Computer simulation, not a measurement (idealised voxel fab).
process module | voxel trench capacitor
cross-section cut | 275 nm wide | cells 5 nm
A cross-section is a grid of square cells, given in bands from the top down. A band is one or more rows of cells.
Each band's line starts with the height of the band's top and of its bottom, in nm. Then come its materials from left to right, each with its width in nm. One material with "throughout" fills the band from edge to edge. "air" is empty space.
Height 0 is the level under which the wafer as received is all one material. The lowest band goes on downwards, as in "0 down".
A width such as "30 to 40" changes by the same amount from each row of cells to the next, from the band's top row to its bottom row.
"no change" after a step means that no cell of the cross-section changed.
closed voids: empty space of 8 cells or more with no open way to the top, each as width x height at its distance from the left edge, in nm
after a step's settings: what the simulator itself notes on the step
overlay nm, on a step with a mask: how far to the right of its planned place the mask lay; to the left if negative
plan
1 op RECEIVE | material Si
2 op CONFORMAL_DEP | material SiN | thk nm 5
3 op PATTERN | tone open | mask id TRENCH | material resist | width nm 30 | pitch nm 50 | thk nm 15 | overlay nm 0
4 op DIRECTIONAL_ETCH | etch materials SiN | depth nm 5
5 op DIRECTIONAL_ETCH | etch materials Si | depth nm 25
6 op STRIP | etch materials resist
7 op CONFORMAL_DEP | material HfO2 | thk nm 5
8 op CONFORMAL_DEP | material TiN | thk nm 5
9 op FILL_DEP | material W | thk nm 10
10 op CMP | height nm 5
as received, after step 1
  0 down: Si throughout
  closed voids: none
first wafer at the end, as planned
  5 to 0: SiN 95 | HfO2 5 | TiN 5 | W 10 | TiN 5 | HfO2 5 | SiN 20 | HfO2 5 | TiN 5 | W 10 | TiN 5 | HfO2 5 | SiN 100
  0 to -15: Si 95 | HfO2 5 | TiN 5 | W 10 | TiN 5 | HfO2 5 | Si 20 | HfO2 5 | TiN 5 | W 10 | TiN 5 | HfO2 5 | Si 100
  -15 to -20: Si 95 | HfO2 5 | TiN 20 | HfO2 5 | Si 20 | HfO2 5 | TiN 20 | HfO2 5 | Si 100
  -20 to -25: Si 95 | HfO2 30 | Si 20 | HfO2 30 | Si 100
  -25 down: Si throughout
  closed voids: none
second wafer at the end: like start, like plan, one mistake
  5 to 0: SiN 95 | TiN 5 | W 20 | TiN 5 | SiN 20 | TiN 5 | W 20 | TiN 5 | SiN 100
  0 to -20: Si 95 | TiN 5 | W 20 | TiN 5 | Si 20 | TiN 5 | W 20 | TiN 5 | Si 100
  -20 to -25: Si 95 | TiN 30 | Si 20 | TiN 30 | Si 100
  -25 down: Si throughout
  closed voids: none
what went wrong: step 7 was left out
at the end the second wafer has, in cells: 32 fewer of HfO2 | 8 more of TiN | 24 more of W
